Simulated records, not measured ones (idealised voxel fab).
Process module name: voxel capacitor over wiring
The figure presents cross-section cut, which has a width of 230 nm and is divided into square cells with an edge length of 5 nm.
Think of the cross-section as a grid of square cells. We describe it in bands, top to bottom, and each band covers one or more rows of those cells.
It is stipulated that each band's entry specify, in nanometres, the height of the top of the band and then that of its bottom, followed by the materials of the band in left-to-right sequence, each together with its width in nanometres. A single material marked by the word "edge to edge" is understood to fill the band from edge to edge; the word "empty" is understood to denote empty space.
Heights are reckoned from 0. Under this level, the received wafer is all of one material. The bottommost band is open-ended downward, for example "0..down".
The width entry "30->40" should be interpreted row by row: the top row of cells in the band takes the first number, the bottom row takes the second number, and the change between adjacent rows is uniform throughout.
"no change occurred" (step): cross-section cells unchanged, all of them.
Any empty space of 8 cells or more lacking an open way to the top shows up in "Enclosed void entries" as width x height at distance, distance from the left edge, in nm.
Heads up: the bit after the settings on a step's line is the simulator's remark on that step.
A step line may carry the setting "overlay nm", which, for steps involving a mask, states the distance by which the mask lay to the right of its intended position; negative values denote displacement to the left.

Planned process steps
1. RECEIVE, material Si
2. CONFORMAL_DEP, material SiO2, thk nm 10
3. CONFORMAL_DEP, material SiCN, thk nm 5
4. DIRECTIONAL_DEP, material lowk, thk nm 20
5. MASKED_ETCH, tone open, mask id METAL_1, width nm 30, pitch nm 90, etch materials lowk, depth nm 20, overlay nm 0
6. MASKED_ETCH, tone open, mask id METAL_1, width nm 30, pitch nm 90, etch materials SiCN, depth nm 5, overlay nm 0
7. CONFORMAL_DEP, material TiN, thk nm 5
8. FILL_DEP, material W, thk nm 10
9. CMP, height nm 35
10. EPI, material Ru, thk nm 5
11. FILL_DEP, material SiCN, thk nm 5
12. DIRECTIONAL_DEP, material SiO2, thk nm 15
13. MASKED_ETCH, tone open, mask id PLUG_1, width nm 15, etch materials SiO2, depth nm 15, overlay nm 0
14. MASKED_ETCH, tone open, mask id PLUG_1, width nm 15, etch materials SiCN, depth nm 5, overlay nm 0
15. EPI, material Ru, thk nm 10
16. EPI, material Ru, thk nm 10
17. DIRECTIONAL_DEP, material TiN, thk nm 5
18. DIRECTIONAL_DEP, material SiN, thk nm 5
19. DIRECTIONAL_DEP, material TiN, thk nm 5
20. PATTERN, tone cover, mask id UPPER_PLATE, material resist, width nm 65, thk nm 15, overlay nm 0
21. DIRECTIONAL_ETCH, etch materials TiN, depth nm 5
22. DIRECTIONAL_ETCH, etch materials SiN, depth nm 5
23. STRIP, etch materials resist
24. MASKED_ETCH, tone cover, mask id LOWER_PLATE, width nm 75, etch materials TiN, depth nm 5, overlay nm 0
25. FILL_DEP, material SiO2, thk nm 20
26. CMP, height nm 90
27. PATTERN, tone open, mask id PLUG_2, material resist, width nm 15, thk nm 20, overlay nm 0
28. DIRECTIONAL_ETCH, etch materials SiO2, depth nm 15
29. STRIP, etch materials resist
30. CONFORMAL_DEP, material TiN, thk nm 5
31. FILL_DEP, material Ru, thk nm 10
32. CMP, height nm 90
33. CONFORMAL_DEP, material SiN, thk nm 5
Quick note for whoever runs this: the wafers start identical, but the thk nm at step 30 isn't the same across them. The plan just shows what the first wafer had.

The as-received cross-section of the first of several wafers corresponds to the state after step 1
	0..down = Si edge to edge
	Enclosed void entries: none

Where each wafer stands at the end of the module, a row apiece: cells of each material gained (+) or lost (-) since it was received, then closed voids
thk nm 5 | +30 Ru | +107 SiCN | +59 SiN | +447 SiO2 | +63 TiN | +32 W | +136 lowk | Enclosed void entries: none
thk nm 10 | +28 Ru | +107 SiCN | +59 SiN | +447 SiO2 | +65 TiN | +32 W | +136 lowk | Enclosed void entries: none
thk nm 15 | +28 Ru | +107 SiCN | +59 SiN | +447 SiO2 | +65 TiN | +32 W | +136 lowk | Enclosed void entries: none
thk nm 20 | +28 Ru | +107 SiCN | +59 SiN | +447 SiO2 | +65 TiN | +32 W | +136 lowk | Enclosed void entries: none
